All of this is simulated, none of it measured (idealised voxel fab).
process module | voxel self aligned contacts
cross-section cut | 165 nm wide | cells 5 nm
A cross-section is a grid of square cells, given in bands from the top down. A band is one or more rows of cells.
Each band's line starts with the height of the band's top and of its bottom, in nm. Then come its materials from left to right, each with its width in nm. One material with "throughout" fills the band from edge to edge. "air" is empty space.
Height 0 is the level under which the wafer as received is all one material. The lowest band goes on downwards, as in "0 down".
A width such as "30 to 40" changes by the same amount from each row of cells to the next, from the band's top row to its bottom row.
"no change" after a step means that no cell of the cross-section changed.
closed voids: empty space of 8 cells or more with no open way to the top, each as width x height at its distance from the left edge, in nm
after a step's settings: what the simulator itself notes on the step
overlay nm, on a step with a mask: how far to the right of its planned place the mask lay; to the left if negative
Each pair below shows a cross-section before one step and the cross-section after it, down to the lowest band that changed. The line under each pair gives the step between them, with its settings. The pairs can come from different runs of this module on the same starting wafer, so a pair continues from the pair above only where its "before" says so.
before
  0 down: Si throughout
  closed voids: none
after
  5 to 0: SiO2 throughout
  below 0: unchanged
  closed voids: none
the step between: op CONFORMAL_DEP | material SiO2 | thk nm 5
before: the cross-section after the pair above
after
  35 to 5: polySi throughout
  below 5: unchanged
  closed voids: none
the step between: op DIRECTIONAL_DEP | material polySi | thk nm 30
before: the cross-section after the pair above
after
  50 to 35: SiN throughout
  below 35: unchanged
  closed voids: none
the step between: op DIRECTIONAL_DEP | material SiN | thk nm 15
before: the cross-section after the pair above
after
  50 to 35: air 30 | SiN 35 | air 35 | SiN 35 | air 30
  below 35: unchanged
  closed voids: none
the step between: op MASKED_ETCH | tone cover | mask id GATE | width nm 35 | pitch nm 70 | etch materials SiN | depth nm 15 | overlay nm 0
before: the cross-section after the pair above
after
  50 to 35: air 30 | SiN 35 | air 35 | SiN 35 | air 30
  35 to 5: air 30 | polySi 35 | air 35 | polySi 35 | air 30
  below 5: unchanged
  closed voids: none
the step between: op MASKED_ETCH | tone cover | mask id GATE | width nm 35 | pitch nm 70 | etch materials polySi | depth nm 30 | overlay nm 0
before: the cross-section after the pair above
after
  55 to 35: air 25 | SiN 45 | air 25 | SiN 45 | air 25
  35 to 10: air 25 | SiN 5 | polySi 35 | SiN 5 | air 25 | SiN 5 | polySi 35 | SiN 5 | air 25
  10 to 5: SiN 30 | polySi 35 | SiN 35 | polySi 35 | SiN 30
  below 5: unchanged
  closed voids: none
the step between: op CONFORMAL_DEP | material SiN | thk nm 5
before: the cross-section after the pair above
after
  50 to 35: air 25 | SiN 45 | air 25 | SiN 45 | air 25
  35 to 5: air 25 | SiN 5 | polySi 35 | SiN 5 | air 25 | SiN 5 | polySi 35 | SiN 5 | air 25
  below 5: unchanged
  closed voids: none
the step between: op DIRECTIONAL_ETCH | etch materials SiN | depth nm 5
before: the cross-section after the pair above
after
  65 to 50: SiO2 throughout
  50 to 35: SiO2 25 | SiN 45 | SiO2 25 | SiN 45 | SiO2 25
  35 to 5: SiO2 25 | SiN 5 | polySi 35 | SiN 5 | SiO2 25 | SiN 5 | polySi 35 | SiN 5 | SiO2 25
  below 5: unchanged
  closed voids: none
the step between: op FILL_DEP | material SiO2 | thk nm 15
before: the cross-section after the pair above
after
  55 to 50: SiO2 throughout
  below 50: unchanged
  closed voids: none
the step between: op CMP | height nm 55
before: the cross-section after the pair above
after
  55 to 50: SiO2 60 | air 45 | SiO2 60
  50 to 35: SiO2 25 | SiN 45 | air 25 | SiN 45 | SiO2 25
  35 to 5: SiO2 25 | SiN 5 | polySi 35 | SiN 5 | air 25 | SiN 5 | polySi 35 | SiN 5 | SiO2 25
  5 to 0: SiO2 70 | air 25 | SiO2 70
  below 0: unchanged
  closed voids: none
the step between: op MASKED_ETCH | tone open | mask id CONTACT | width nm 45 | etch materials SiO2 | depth nm 55 | overlay nm 0
before: the cross-section after the pair above
after
  60 to 55: TiN 65 | air 35 | TiN 65
  55 to 50: SiO2 60 | TiN 15 | air 15 | TiN 15 | SiO2 60
  50 to 35: SiO2 25 | SiN 45 | TiN 5 | air 15 | TiN 5 | SiN 45 | SiO2 25
  35 to 5: SiO2 25 | SiN 5 | polySi 35 | SiN 5 | TiN 5 | air 15 | TiN 5 | SiN 5 | polySi 35 | SiN 5 | SiO2 25
  5 to 0: SiO2 70 | TiN 25 | SiO2 70
  below 0: unchanged
  closed voids: none
the step between: op CONFORMAL_DEP | material TiN | thk nm 5
before: the cross-section after the pair above
after
  70 to 60: Ru throughout
  60 to 55: TiN 65 | Ru 35 | TiN 65
  55 to 50: SiO2 60 | TiN 15 | Ru 15 | TiN 15 | SiO2 60
  50 to 35: SiO2 25 | SiN 45 | TiN 5 | Ru 15 | TiN 5 | SiN 45 | SiO2 25
  35 to 5: SiO2 25 | SiN 5 | polySi 35 | SiN 5 | TiN 5 | Ru 15 | TiN 5 | SiN 5 | polySi 35 | SiN 5 | SiO2 25
  below 5: unchanged
  closed voids: none
the step between: op FILL_DEP | material Ru | thk nm 10
before: the cross-section after the pair above
after
  55 to 50: SiO2 60 | TiN 15 | Ru 15 | TiN 15 | SiO2 60
  below 50: unchanged
  closed voids: none
the step between: op CMP | height nm 55
before: the cross-section after the pair above
after
  60 to 55: SiCN throughout
  below 55: unchanged
  closed voids: none
the step between: op CONFORMAL_DEP | material SiCN | thk nm 5
before
  50 to 35: air 30 | SiN 35 | air 35 | SiN 35 | air 30
  35 to 5: air 30 | polySi 35 | air 35 | polySi 35 | air 30
  5 to 0: SiO2 throughout
  0 down: Si throughout
  closed voids: none
after
  45 to 35: air 30 | SiN 35 | air 35 | SiN 35 | air 30
  below 35: unchanged
  closed voids: none
the step between: op DIRECTIONAL_ETCH | etch materials SiN | depth nm 5
before: the cross-section after the pair above
after
  60 to 45: SiO2 throughout
  45 to 35: SiO2 30 | SiN 35 | SiO2 35 | SiN 35 | SiO2 30
  35 to 5: SiO2 30 | polySi 35 | SiO2 35 | polySi 35 | SiO2 30
  below 5: unchanged
  closed voids: none
the step between: op FILL_DEP | material SiO2 | thk nm 15
before: the cross-section after the pair above
after
  55 to 45: SiO2 throughout
  below 45: unchanged
  closed voids: none
the step between: op CMP | height nm 55
before: the cross-section after the pair above
after
  55 to 45: SiO2 60 | air 45 | SiO2 60
  45 to 35: SiO2 30 | SiN 35 | air 35 | SiN 35 | SiO2 30
  35 to 5: SiO2 30 | polySi 35 | air 35 | polySi 35 | SiO2 30
  5 to 0: SiO2 65 | air 35 | SiO2 65
  below 0: unchanged
  closed voids: none
the step between: op MASKED_ETCH | tone open | mask id CONTACT | width nm 45 | etch materials SiO2 | depth nm 55 | overlay nm 0
before: the cross-section after the pair above
after
  60 to 55: TiN 65 | air 35 | TiN 65
  55 to 45: SiO2 60 | TiN 5 to 10 | air 35 to 25 | TiN 5 to 10 | SiO2 60
  45 to 35: SiO2 30 | SiN 35 | TiN 5 | air 25 | TiN 5 | SiN 35 | SiO2 30
  35 to 5: SiO2 30 | polySi 35 | TiN 5 | air 25 | TiN 5 | polySi 35 | SiO2 30
  5 to 0: SiO2 65 | TiN 35 | SiO2 65
  below 0: unchanged
  closed voids: none
the step between: op CONFORMAL_DEP | material TiN | thk nm 5
before: the cross-section after the pair above
after
  70 to 60: Ru throughout
  60 to 55: TiN 65 | Ru 35 | TiN 65
  55 to 45: SiO2 60 | TiN 5 to 10 | Ru 35 to 25 | TiN 5 to 10 | SiO2 60
  45 to 35: SiO2 30 | SiN 35 | TiN 5 | Ru 25 | TiN 5 | SiN 35 | SiO2 30
  35 to 5: SiO2 30 | polySi 35 | TiN 5 | Ru 25 | TiN 5 | polySi 35 | SiO2 30
  below 5: unchanged
  closed voids: none
the step between: op FILL_DEP | material Ru | thk nm 10
before: the cross-section after the pair above
after
  55 to 45: SiO2 60 | TiN 5 to 10 | Ru 35 to 25 | TiN 5 to 10 | SiO2 60
  below 45: unchanged
  closed voids: none
the step between: op CMP | height nm 55
before: the cross-section after the pair above
after
  60 to 55: SiCN throughout
  below 55: unchanged
  closed voids: none
the step between: op CONFORMAL_DEP | material SiCN | thk nm 5
before
  35 to 5: polySi throughout
  5 to 0: SiO2 throughout
  0 down: Si throughout
  closed voids: none
after
  65 to 5: polySi throughout
  below 5: unchanged
  closed voids: none
the step between: op DIRECTIONAL_DEP | material polySi | thk nm 30
before: the cross-section after the pair above
after
  80 to 65: SiN throughout
  below 65: unchanged
  closed voids: none
the step between: op DIRECTIONAL_DEP | material SiN | thk nm 15
before: the cross-section after the pair above
after
  80 to 65: air 30 | SiN 35 | air 35 | SiN 35 | air 30
  below 65: unchanged
  closed voids: none
the step between: op MASKED_ETCH | tone cover | mask id GATE | width nm 35 | pitch nm 70 | etch materials SiN | depth nm 15 | overlay nm 0
before: the cross-section after the pair above
after
  80 to 65: air 30 | SiN 35 | air 35 | SiN 35 | air 30
  65 to 35: air 30 | polySi 35 | air 35 | polySi 35 | air 30
  below 35: unchanged
  closed voids: none
the step between: op MASKED_ETCH | tone cover | mask id GATE | width nm 35 | pitch nm 70 | etch materials polySi | depth nm 30 | overlay nm 0
before: the cross-section after the pair above
after
  85 to 65: air 25 | SiN 45 | air 25 | SiN 45 | air 25
  65 to 40: air 25 | SiN 5 | polySi 35 | SiN 5 | air 25 | SiN 5 | polySi 35 | SiN 5 | air 25
  40 to 35: SiN 30 | polySi 35 | SiN 35 | polySi 35 | SiN 30
  below 35: unchanged
  closed voids: none
the step between: op CONFORMAL_DEP | material SiN | thk nm 5
before: the cross-section after the pair above
after
  80 to 65: air 25 | SiN 45 | air 25 | SiN 45 | air 25
  65 to 35: air 25 | SiN 5 | polySi 35 | SiN 5 | air 25 | SiN 5 | polySi 35 | SiN 5 | air 25
  below 35: unchanged
  closed voids: none
the step between: op DIRECTIONAL_ETCH | etch materials SiN | depth nm 5
before: the cross-section after the pair above
after
  95 to 80: SiO2 throughout
  80 to 65: SiO2 25 | SiN 45 | SiO2 25 | SiN 45 | SiO2 25
  65 to 35: SiO2 25 | SiN 5 | polySi 35 | SiN 5 | SiO2 25 | SiN 5 | polySi 35 | SiN 5 | SiO2 25
  below 35: unchanged
  closed voids: none
the step between: op FILL_DEP | material SiO2 | thk nm 15
before: the cross-section after the pair above
after
  55 to 35: SiO2 25 | SiN 5 | polySi 35 | SiN 5 | SiO2 25 | SiN 5 | polySi 35 | SiN 5 | SiO2 25
  below 35: unchanged
  closed voids: none
the step between: op CMP | height nm 55
before: the cross-section after the pair above
after
  55 to 35: SiO2 25 | SiN 5 | polySi 35 | SiN 5 | air 25 | SiN 5 | polySi 35 | SiN 5 | SiO2 25
  below 35: unchanged
  closed voids: none
the step between: op MASKED_ETCH | tone open | mask id CONTACT | width nm 45 | etch materials SiO2 | depth nm 55 | overlay nm 0
before: the cross-section after the pair above
after
  60 to 55: TiN 75 | air 15 | TiN 75
  55 to 40: SiO2 25 | SiN 5 | polySi 35 | SiN 5 | TiN 5 | air 15 | TiN 5 | SiN 5 | polySi 35 | SiN 5 | SiO2 25
  40 to 35: SiO2 25 | SiN 5 | polySi 35 | SiN 5 | TiN 25 | SiN 5 | polySi 35 | SiN 5 | SiO2 25
  below 35: unchanged
  closed voids: none
the step between: op CONFORMAL_DEP | material TiN | thk nm 5
before: the cross-section after the pair above
after
  70 to 60: Ru throughout
  60 to 55: TiN 75 | Ru 15 | TiN 75
  55 to 40: SiO2 25 | SiN 5 | polySi 35 | SiN 5 | TiN 5 | Ru 15 | TiN 5 | SiN 5 | polySi 35 | SiN 5 | SiO2 25
  below 40: unchanged
  closed voids: none
the step between: op FILL_DEP | material Ru | thk nm 10
before: the cross-section after the pair above
after
  55 to 40: SiO2 25 | SiN 5 | polySi 35 | SiN 5 | TiN 5 | Ru 15 | TiN 5 | SiN 5 | polySi 35 | SiN 5 | SiO2 25
  below 40: unchanged
  closed voids: none
the step between: op CMP | height nm 55
before: the cross-section after the pair above
after
  60 to 55: SiCN throughout
  below 55: unchanged
  closed voids: none
the step between: op CONFORMAL_DEP | material SiCN | thk nm 5
before
  5 to 0: SiO2 throughout
  0 down: Si throughout
  closed voids: none
after
  20 to 5: SiN throughout
  below 5: unchanged
  closed voids: none
the step between: op DIRECTIONAL_DEP | material SiN | thk nm 15
before: the cross-section after the pair above
after
  50 to 20: polySi throughout
  below 20: unchanged
  closed voids: none
the step between: op DIRECTIONAL_DEP | material polySi | thk nm 30
before: the cross-section after the pair above
after
  50 to 20: air 30 | polySi 35 | air 35 | polySi 35 | air 30
  below 20: unchanged
  closed voids: none
the step between: op MASKED_ETCH | tone cover | mask id GATE | width nm 35 | pitch nm 70 | etch materials polySi | depth nm 30 | overlay nm 0
before: the cross-section after the pair above
after
  55 to 50: air 25 | SiN 45 | air 25 | SiN 45 | air 25
  50 to 25: air 25 | SiN 5 | polySi 35 | SiN 5 | air 25 | SiN 5 | polySi 35 | SiN 5 | air 25
  25 to 20: SiN 30 | polySi 35 | SiN 35 | polySi 35 | SiN 30
  below 20: unchanged
  closed voids: none
the step between: op CONFORMAL_DEP | material SiN | thk nm 5
before: the cross-section after the pair above
after
  50 to 20: air 25 | SiN 5 | polySi 35 | SiN 5 | air 25 | SiN 5 | polySi 35 | SiN 5 | air 25
  below 20: unchanged
  closed voids: none
the step between: op DIRECTIONAL_ETCH | etch materials SiN | depth nm 5
before: the cross-section after the pair above
after
  65 to 50: SiO2 throughout
  50 to 20: SiO2 25 | SiN 5 | polySi 35 | SiN 5 | SiO2 25 | SiN 5 | polySi 35 | SiN 5 | SiO2 25
  below 20: unchanged
  closed voids: none
the step between: op FILL_DEP | material SiO2 | thk nm 15
before: the cross-section after the pair above
after
  55 to 50: SiO2 throughout
  below 50: unchanged
  closed voids: none
the step between: op CMP | height nm 55
before: the cross-section after the pair above
after
  55 to 50: SiO2 60 | air 45 | SiO2 60
  50 to 20: SiO2 25 | SiN 5 | polySi 35 | SiN 5 | air 25 | SiN 5 | polySi 35 | SiN 5 | SiO2 25
  below 20: unchanged
  closed voids: none
the step between: op MASKED_ETCH | tone open | mask id CONTACT | width nm 45 | etch materials SiO2 | depth nm 55 | overlay nm 0
before: the cross-section after the pair above
after
  60 to 55: TiN 65 | air 35 | TiN 65
  55 to 50: SiO2 60 | TiN 15 | air 15 | TiN 15 | SiO2 60
  50 to 25: SiO2 25 | SiN 5 | polySi 35 | SiN 5 | TiN 5 | air 15 | TiN 5 | SiN 5 | polySi 35 | SiN 5 | SiO2 25
  25 to 20: SiO2 25 | SiN 5 | polySi 35 | SiN 5 | TiN 25 | SiN 5 | polySi 35 | SiN 5 | SiO2 25
  below 20: unchanged
  closed voids: none
the step between: op CONFORMAL_DEP | material TiN | thk nm 5
before: the cross-section after the pair above
after
  70 to 60: Ru throughout
  60 to 55: TiN 65 | Ru 35 | TiN 65
  55 to 50: SiO2 60 | TiN 15 | Ru 15 | TiN 15 | SiO2 60
  50 to 25: SiO2 25 | SiN 5 | polySi 35 | SiN 5 | TiN 5 | Ru 15 | TiN 5 | SiN 5 | polySi 35 | SiN 5 | SiO2 25
  below 25: unchanged
  closed voids: none
the step between: op FILL_DEP | material Ru | thk nm 10
before: the cross-section after the pair above
after
  55 to 50: SiO2 60 | TiN 15 | Ru 15 | TiN 15 | SiO2 60
  below 50: unchanged
  closed voids: none
the step between: op CMP | height nm 55
before: the cross-section after the pair above
after
  60 to 55: SiCN throughout
  below 55: unchanged
  closed voids: none
the step between: op CONFORMAL_DEP | material SiCN | thk nm 5
before
  50 to 35: air 30 | SiN 35 | air 35 | SiN 35 | air 30
  35 to 5: polySi throughout
  5 to 0: SiO2 throughout
  0 down: Si throughout
  closed voids: none
after
  50 to 35: air 30 | SiN 35 | air 35 | SiN 35 | air 30
  35 to 10: air 30 | polySi 35 | air 35 | polySi 35 | air 30
  below 10: unchanged
  closed voids: none
the step between: op MASKED_ETCH | tone cover | mask id GATE | width nm 35 | pitch nm 70 | etch materials polySi | depth nm 25 | overlay nm 0
before: the cross-section after the pair above
after
  55 to 35: air 25 | SiN 45 | air 25 | SiN 45 | air 25
  35 to 15: air 25 | SiN 5 | polySi 35 | SiN 5 | air 25 | SiN 5 | polySi 35 | SiN 5 | air 25
  15 to 10: SiN 30 | polySi 35 | SiN 35 | polySi 35 | SiN 30
  below 10: unchanged
  closed voids: none
the step between: op CONFORMAL_DEP | material SiN | thk nm 5
before: the cross-section after the pair above
after
  50 to 35: air 25 | SiN 45 | air 25 | SiN 45 | air 25
  35 to 10: air 25 | SiN 5 | polySi 35 | SiN 5 | air 25 | SiN 5 | polySi 35 | SiN 5 | air 25
  below 10: unchanged
  closed voids: none
the step between: op DIRECTIONAL_ETCH | etch materials SiN | depth nm 5
before: the cross-section after the pair above
after
  65 to 50: SiO2 throughout
  50 to 35: SiO2 25 | SiN 45 | SiO2 25 | SiN 45 | SiO2 25
  35 to 10: SiO2 25 | SiN 5 | polySi 35 | SiN 5 | SiO2 25 | SiN 5 | polySi 35 | SiN 5 | SiO2 25
  below 10: unchanged
  closed voids: none
the step between: op FILL_DEP | material SiO2 | thk nm 15
before: the cross-section after the pair above
after
  55 to 50: SiO2 throughout
  below 50: unchanged
  closed voids: none
the step between: op CMP | height nm 55
before: the cross-section after the pair above
after
  55 to 50: SiO2 60 | air 45 | SiO2 60
  50 to 35: SiO2 25 | SiN 45 | air 25 | SiN 45 | SiO2 25
  35 to 10: SiO2 25 | SiN 5 | polySi 35 | SiN 5 | air 25 | SiN 5 | polySi 35 | SiN 5 | SiO2 25
  below 10: unchanged
  closed voids: none
the step between: op MASKED_ETCH | tone open | mask id CONTACT | width nm 45 | etch materials SiO2 | depth nm 55 | overlay nm 0
before: the cross-section after the pair above
after
  60 to 55: TiN 65 | air 35 | TiN 65
  55 to 50: SiO2 60 | TiN 15 | air 15 | TiN 15 | SiO2 60
  50 to 35: SiO2 25 | SiN 45 | TiN 5 | air 15 | TiN 5 | SiN 45 | SiO2 25
  35 to 15: SiO2 25 | SiN 5 | polySi 35 | SiN 5 | TiN 5 | air 15 | TiN 5 | SiN 5 | polySi 35 | SiN 5 | SiO2 25
  15 to 10: SiO2 25 | SiN 5 | polySi 35 | SiN 5 | TiN 25 | SiN 5 | polySi 35 | SiN 5 | SiO2 25
  below 10: unchanged
  closed voids: none
the step between: op CONFORMAL_DEP | material TiN | thk nm 5
before: the cross-section after the pair above
after
  70 to 60: Ru throughout
  60 to 55: TiN 65 | Ru 35 | TiN 65
  55 to 50: SiO2 60 | TiN 15 | Ru 15 | TiN 15 | SiO2 60
  50 to 35: SiO2 25 | SiN 45 | TiN 5 | Ru 15 | TiN 5 | SiN 45 | SiO2 25
  35 to 15: SiO2 25 | SiN 5 | polySi 35 | SiN 5 | TiN 5 | Ru 15 | TiN 5 | SiN 5 | polySi 35 | SiN 5 | SiO2 25
  below 15: unchanged
  closed voids: none
the step between: op FILL_DEP | material Ru | thk nm 10
before: the cross-section after the pair above
after
  55 to 50: SiO2 60 | TiN 15 | Ru 15 | TiN 15 | SiO2 60
  below 50: unchanged
  closed voids: none
the step between: op CMP | height nm 55
before: the cross-section after the pair above
after
  60 to 55: SiCN throughout
  below 55: unchanged
  closed voids: none
the step between: op CONFORMAL_DEP | material SiCN | thk nm 5
before
  50 to 35: SiN throughout
  35 to 5: polySi throughout
  5 to 0: SiO2 throughout
  0 down: Si throughout
  closed voids: none
after
  50 to 35: air 25 | SiN 45 | air 25 | SiN 45 | air 25
  below 35: unchanged
  closed voids: none
the step between: op MASKED_ETCH | tone cover | mask id GATE | width nm 45 | pitch nm 70 | etch materials SiN | depth nm 15 | overlay nm 0
before: the cross-section after the pair above
after
  50 to 35: air 25 | SiN 45 | air 25 | SiN 45 | air 25
  35 to 5: air 25 | polySi 45 | air 25 | polySi 45 | air 25
  below 5: unchanged
  closed voids: none
the step between: op MASKED_ETCH | tone cover | mask id GATE | width nm 35 | pitch nm 70 | etch materials polySi | depth nm 30 | overlay nm 0
before: the cross-section after the pair above
after
  55 to 35: air 20 | SiN 55 | air 15 | SiN 55 | air 20
  35 to 10: air 20 | SiN 5 | polySi 45 | SiN 5 | air 15 | SiN 5 | polySi 45 | SiN 5 | air 20
  10 to 5: SiN 25 | polySi 45 | SiN 25 | polySi 45 | SiN 25
  below 5: unchanged
  closed voids: none
the step between: op CONFORMAL_DEP | material SiN | thk nm 5
before: the cross-section after the pair above
after
  50 to 35: air 20 | SiN 55 | air 15 | SiN 55 | air 20
  35 to 5: air 20 | SiN 5 | polySi 45 | SiN 5 | air 15 | SiN 5 | polySi 45 | SiN 5 | air 20
  below 5: unchanged
  closed voids: none
the step between: op DIRECTIONAL_ETCH | etch materials SiN | depth nm 5
before: the cross-section after the pair above
after
  65 to 50: SiO2 throughout
  50 to 35: SiO2 20 | SiN 55 | SiO2 15 | SiN 55 | SiO2 20
  35 to 5: SiO2 20 | SiN 5 | polySi 45 | SiN 5 | SiO2 15 | SiN 5 | polySi 45 | SiN 5 | SiO2 20
  below 5: unchanged
  closed voids: none
the step between: op FILL_DEP | material SiO2 | thk nm 15
before: the cross-section after the pair above
after
  55 to 50: SiO2 throughout
  below 50: unchanged
  closed voids: none
the step between: op CMP | height nm 55
before: the cross-section after the pair above
after
  55 to 50: SiO2 60 | air 45 | SiO2 60
  50 to 35: SiO2 20 | SiN 55 | air 15 | SiN 55 | SiO2 20
  35 to 5: SiO2 20 | SiN 5 | polySi 45 | SiN 5 | air 15 | SiN 5 | polySi 45 | SiN 5 | SiO2 20
  5 to 0: SiO2 75 | air 15 | SiO2 75
  below 0: unchanged
  closed voids: none
the step between: op MASKED_ETCH | tone open | mask id CONTACT | width nm 45 | etch materials SiO2 | depth nm 55 | overlay nm 0
before: the cross-section after the pair above
after
  60 to 55: TiN 65 | air 35 | TiN 65
  55 to 50: SiO2 60 | TiN 20 | air 5 | TiN 20 | SiO2 60
  50 to 35: SiO2 20 | SiN 55 | TiN 5 | air 5 | TiN 5 | SiN 55 | SiO2 20
  35 to 5: SiO2 20 | SiN 5 | polySi 45 | SiN 5 | TiN 5 | air 5 | TiN 5 | SiN 5 | polySi 45 | SiN 5 | SiO2 20
  5 to 0: SiO2 75 | TiN 15 | SiO2 75
  below 0: unchanged
  closed voids: none
the step between: op CONFORMAL_DEP | material TiN | thk nm 5
before: the cross-section after the pair above
after
  70 to 60: Ru throughout
  60 to 55: TiN 65 | Ru 35 | TiN 65
  55 to 50: SiO2 60 | TiN 20 | Ru 5 | TiN 20 | SiO2 60
  50 to 35: SiO2 20 | SiN 55 | TiN 5 | Ru 5 | TiN 5 | SiN 55 | SiO2 20
  35 to 5: SiO2 20 | SiN 5 | polySi 45 | SiN 5 | TiN 5 | Ru 5 | TiN 5 | SiN 5 | polySi 45 | SiN 5 | SiO2 20
  below 5: unchanged
  closed voids: none
the step between: op FILL_DEP | material Ru | thk nm 10
before: the cross-section after the pair above
after
  55 to 50: SiO2 60 | TiN 20 | Ru 5 | TiN 20 | SiO2 60
  below 50: unchanged
  closed voids: none
the step between: op CMP | height nm 55
before: the cross-section after the pair above
after
  60 to 55: SiCN throughout
  below 55: unchanged
  closed voids: none
the step between: op CONFORMAL_DEP | material SiCN | thk nm 5
before
  55 to 50: SiO2 throughout
  50 to 35: SiO2 25 | SiN 45 | SiO2 25 | SiN 45 | SiO2 25
  35 to 5: SiO2 25 | SiN 5 | polySi 35 | SiN 5 | SiO2 25 | SiN 5 | polySi 35 | SiN 5 | SiO2 25
  5 to 0: SiO2 throughout
  0 down: Si throughout
  closed voids: none
after
  55 to 50: SiO2 55 | air 45 | SiO2 65
  50 to 35: SiO2 25 | SiN 45 | air 25 | SiN 45 | SiO2 25
  35 to 5: SiO2 25 | SiN 5 | polySi 35 | SiN 5 | air 25 | SiN 5 | polySi 35 | SiN 5 | SiO2 25
  5 to 0: SiO2 70 | air 25 | SiO2 70
  below 0: unchanged
  closed voids: none
the step between: op MASKED_ETCH | tone open | mask id CONTACT | width nm 45 | etch materials SiO2 | depth nm 55 | overlay nm -5
before: the cross-section after the pair above
after
  60 to 55: TiN 60 | air 35 | TiN 70
  55 to 50: SiO2 55 | TiN 20 | air 15 | TiN 10 | SiO2 65
  50 to 35: SiO2 25 | SiN 45 | TiN 5 | air 15 | TiN 5 | SiN 45 | SiO2 25
  35 to 5: SiO2 25 | SiN 5 | polySi 35 | SiN 5 | TiN 5 | air 15 | TiN 5 | SiN 5 | polySi 35 | SiN 5 | SiO2 25
  5 to 0: SiO2 70 | TiN 25 | SiO2 70
  below 0: unchanged
  closed voids: none
the step between: op CONFORMAL_DEP | material TiN | thk nm 5
before: the cross-section after the pair above
after
  70 to 60: Ru throughout
  60 to 55: TiN 60 | Ru 35 | TiN 70
  55 to 50: SiO2 55 | TiN 20 | Ru 15 | TiN 10 | SiO2 65
  50 to 35: SiO2 25 | SiN 45 | TiN 5 | Ru 15 | TiN 5 | SiN 45 | SiO2 25
  35 to 5: SiO2 25 | SiN 5 | polySi 35 | SiN 5 | TiN 5 | Ru 15 | TiN 5 | SiN 5 | polySi 35 | SiN 5 | SiO2 25
  below 5: unchanged
  closed voids: none
the step between: op FILL_DEP | material Ru | thk nm 10
before: the cross-section after the pair above
after
  55 to 50: SiO2 55 | TiN 20 | Ru 15 | TiN 10 | SiO2 65
  below 50: unchanged
  closed voids: none
the step between: op CMP | height nm 55
before: the cross-section after the pair above
after
  60 to 55: SiCN throughout
  below 55: unchanged
  closed voids: none
the step between: op CONFORMAL_DEP | material SiCN | thk nm 5
before
  50 to 35: air 30 | SiN 35 | air 35 | SiN 35 | air 30
  35 to 5: air 30 | polySi 35 | air 35 | polySi 35 | air 30
  5 to 0: SiO2 throughout
  0 down: Si throughout
  closed voids: none
after
  55 to 50: air 25 | Ru 45 | air 25 | Ru 45 | air 25
  50 to 35: air 25 | Ru 5 | SiN 35 | Ru 5 | air 25 | Ru 5 | SiN 35 | Ru 5 | air 25
  35 to 10: air 25 | Ru 5 | polySi 35 | Ru 5 | air 25 | Ru 5 | polySi 35 | Ru 5 | air 25
  10 to 5: Ru 30 | polySi 35 | Ru 35 | polySi 35 | Ru 30
  below 5: unchanged
  closed voids: none
the step between: op CONFORMAL_DEP | material Ru | thk nm 5
before: the cross-section after the pair above
after
  70 to 55: SiO2 throughout
  55 to 50: SiO2 25 | Ru 45 | SiO2 25 | Ru 45 | SiO2 25
  50 to 35: SiO2 25 | Ru 5 | SiN 35 | Ru 5 | SiO2 25 | Ru 5 | SiN 35 | Ru 5 | SiO2 25
  35 to 10: SiO2 25 | Ru 5 | polySi 35 | Ru 5 | SiO2 25 | Ru 5 | polySi 35 | Ru 5 | SiO2 25
  below 10: unchanged
  closed voids: none
the step between: op FILL_DEP | material SiO2 | thk nm 15
before: the cross-section after the pair above
after
  55 to 50: SiO2 25 | Ru 45 | SiO2 25 | Ru 45 | SiO2 25
  below 50: unchanged
  closed voids: none
the step between: op CMP | height nm 55
before: the cross-section after the pair above
after
  55 to 50: SiO2 25 | Ru 45 | air 25 | Ru 45 | SiO2 25
  50 to 35: SiO2 25 | Ru 5 | SiN 35 | Ru 5 | air 25 | Ru 5 | SiN 35 | Ru 5 | SiO2 25
  35 to 10: SiO2 25 | Ru 5 | polySi 35 | Ru 5 | air 25 | Ru 5 | polySi 35 | Ru 5 | SiO2 25
  below 10: unchanged
  closed voids: none
the step between: op MASKED_ETCH | tone open | mask id CONTACT | width nm 45 | etch materials SiO2 | depth nm 55 | overlay nm 0
before: the cross-section after the pair above
after
  60 to 55: TiN 75 | air 15 | TiN 75
  55 to 50: SiO2 25 | Ru 45 | TiN 5 | air 15 | TiN 5 | Ru 45 | SiO2 25
  50 to 35: SiO2 25 | Ru 5 | SiN 35 | Ru 5 | TiN 5 | air 15 | TiN 5 | Ru 5 | SiN 35 | Ru 5 | SiO2 25
  35 to 15: SiO2 25 | Ru 5 | polySi 35 | Ru 5 | TiN 5 | air 15 | TiN 5 | Ru 5 | polySi 35 | Ru 5 | SiO2 25
  15 to 10: SiO2 25 | Ru 5 | polySi 35 | Ru 5 | TiN 25 | Ru 5 | polySi 35 | Ru 5 | SiO2 25
  below 10: unchanged
  closed voids: none
the step between: op CONFORMAL_DEP | material TiN | thk nm 5
before: the cross-section after the pair above
after
  70 to 60: Ru throughout
  60 to 55: TiN 75 | Ru 15 | TiN 75
  55 to 50: SiO2 25 | Ru 45 | TiN 5 | Ru 15 | TiN 5 | Ru 45 | SiO2 25
  50 to 35: SiO2 25 | Ru 5 | SiN 35 | Ru 5 | TiN 5 | Ru 15 | TiN 5 | Ru 5 | SiN 35 | Ru 5 | SiO2 25
  35 to 15: SiO2 25 | Ru 5 | polySi 35 | Ru 5 | TiN 5 | Ru 15 | TiN 5 | Ru 5 | polySi 35 | Ru 5 | SiO2 25
  below 15: unchanged
  closed voids: none
the step between: op FILL_DEP | material Ru | thk nm 10
before: the cross-section after the pair above
after
  55 to 50: SiO2 25 | Ru 45 | TiN 5 | Ru 15 | TiN 5 | Ru 45 | SiO2 25
  below 50: unchanged
  closed voids: none
the step between: op CMP | height nm 55
before: the cross-section after the pair above
after
  60 to 55: SiCN throughout
  below 55: unchanged
  closed voids: none
the step between: op CONFORMAL_DEP | material SiCN | thk nm 5
before
  55 to 50: SiO2 throughout
  50 to 35: SiO2 25 | SiN 45 | SiO2 25 | SiN 45 | SiO2 25
  35 to 5: SiO2 25 | SiN 5 | polySi 35 | SiN 5 | SiO2 25 | SiN 5 | polySi 35 | SiN 5 | SiO2 25
  5 to 0: SiO2 throughout
  0 down: Si throughout
  closed voids: none
after
  55 to 50: air 60 | SiO2 45 | air 60
  50 to 35: air 25 | SiN 45 | SiO2 25 | SiN 45 | air 25
  35 to 5: air 25 | SiN 5 | polySi 35 | SiN 5 | SiO2 25 | SiN 5 | polySi 35 | SiN 5 | air 25
  5 to 0: air 25 | SiO2 115 | air 25
  below 0: unchanged
  closed voids: none
the step between: op MASKED_ETCH | tone cover | mask id CONTACT | width nm 45 | etch materials SiO2 | depth nm 55 | overlay nm 0
